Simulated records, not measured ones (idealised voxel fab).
This is a process module. Its name is voxel quadruple lines.
The cross-section on display is named cut; it measures 275 nm wide, and its cells are 5 nm squares.
Reading order for cross-sections: top band down to bottom band. Underlying form: a grid of square cells. Band size: one or more rows of cells.
Top, bottom (nm), then materials left to right with widths (nm); lone material tagged "throughout" fills the whole band edge to edge; "empty" = empty space.
Height is counted from the level 0, under which the received wafer is composed throughout of one material. The lowest of the bands is not closed at the bottom but continues downward, in the notation "0 nm and below".
Note: "30->40" means the width goes from the first number (top row of the band) to the second number (bottom row) in equal steps per row of cells.
"remains unaltered" -> step changed no cross-section cell.
Basically, "Voids, enclosed" tells you about the enclosed voids: empty spaces with no open way to the top, 8 cells or bigger, each written width x height at distance, where distance is from the left edge, all in nm.
If you see something after the settings on a step's line, that's the simulator's own remark about that step.
Steps that use a mask can have "overlay nm" on their line. It says how far the mask sat to the right of where it was meant to be. Negative means to the left.
**So here's the lineup of process steps we planned**
| 1 | RECEIVE, material Si |
| 2 | CONFORMAL_DEP, material SiO2, thk nm 10 |
| 3 | DIRECTIONAL_DEP, material W, thk nm 10 |
| 4 | DIRECTIONAL_DEP, material polySi, thk nm 15 |
| 5 | DIRECTIONAL_DEP, material aC, thk nm 25 |
| 6 | PATTERN, tone cover, mask id MANDREL, material resist, width nm 30, thk nm 35, overlay nm 0 |
| 7 | DIRECTIONAL_ETCH, etch materials aC, depth nm 25 |
| 8 | STRIP, etch materials resist |
| 9 | CONFORMAL_DEP, material SiO2, thk nm 10 |
| 10 | DIRECTIONAL_ETCH, etch materials SiO2, depth nm 10 |
| 11 | STRIP, etch materials aC |
| 12 | DIRECTIONAL_ETCH, etch materials polySi, depth nm 15 |
| 13 | STRIP, etch materials SiO2 |
| 14 | CONFORMAL_DEP, material SiCN, thk nm 10 |
| 15 | DIRECTIONAL_ETCH, etch materials SiCN, depth nm 10 |
| 16 | STRIP, etch materials polySi |
| 17 | DIRECTIONAL_ETCH, etch materials W, depth nm 10 |
| 18 | STRIP, etch materials SiCN |
**Wafer as received: cross-section following step 1**
- 0 nm and below | Si throughout
- Voids, enclosed: none
**The plan above was carried out on the starting structure above with one mistake, and this cross-section shows the wafer at the end of the module**
- 45 nm to 20 nm | aC throughout
- 20 nm to 10 nm | W throughout
- 10 nm to 0 nm | SiO2 throughout
- 0 nm and below | Si throughout
- Voids, enclosed: none
What was the processing mistake? the intended sequence of steps 4 and 5 was reversed during processing, with each occupying the position of the other
